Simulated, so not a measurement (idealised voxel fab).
This is a process module. Its name is voxel tone inversion.
The width of the displayed cross-section, cut, is 205 nm; its cells are square, with a size of 5 nm.
When this document writes out a cross-section, it uses a grid of square cells and lists it as bands, beginning at the top and moving down, with a band standing for one or more rows of cells.
Quick guide to a band line: top height, bottom height (nm) up front; then every material left to right with its width in nm. Only one material and it's marked "edge to edge"? Then it fills the band edge to edge. And "empty" just means empty space.
Height datum 0, below which the as-received substrate wafer is one material. Lowest band open at the bottom, running downward: "z 0 and below".
The expression "30 to 40" gives the width at the extremes of the band, the first number at its top row of cells and the second at its bottom row, with the width changing by equal amounts from each row to the next in between.
Basically "nothing altered" means that step didn't change any cell in the cross-section.
Entry "Closed void inventory". Content: empty spaces with no open connection to the top, size 8 cells or greater. Each: width x height at distance. Distance: from left edge. Unit: nm.
That trailing text on a step's line, after the settings, is the simulator's own remark on the step.
overlay nm: where the mask lay relative to plan, measured to the right, on steps with a mask; negatives go left.
# Process steps (planned)
1) RECEIVE with material Si
2) CONFORMAL_DEP with material SiN, thk nm 10
3) DIRECTIONAL_DEP with material polySi, thk nm 15
4) PATTERN with tone cover, mask id POSTS, material resist, width nm 20, pitch nm 35, thk nm 20, overlay nm 0
5) DIRECTIONAL_ETCH with etch materials polySi, depth nm 15
6) STRIP with etch materials resist
7) FILL_DEP with material SiO2, thk nm 5
8) CMP with height nm 25
9) STRIP with etch materials polySi
10) CONFORMAL_DEP with material TiN, thk nm 5
11) FILL_DEP with material W, thk nm 10
12) CMP with height nm 25
13) CONFORMAL_DEP with material SiCN, thk nm 5
# The cross-section here shows the wafer as received, i.e. in its state after step 1
    z 0 and below: Si edge to edge
    Closed void inventory: none
# Here's the wafer cut in cross-section after the module, started and planned just like above, except one thing was done wrong in the run
    z 20 to 15: SiCN edge to edge
    z 15 to 10: SiO2 40 nm / TiN 20 nm / SiO2 15 nm / TiN 20 nm / SiO2 15 nm / TiN 20 nm / SiO2 15 nm / TiN 20 nm / SiO2 40 nm
    z 10 to 0: SiN edge to edge
    z 0 and below: Si edge to edge
    Closed void inventory: none
Short version of what went wrong: in deviation from the planned setting, step 12 was conducted as CMP with height nm 15
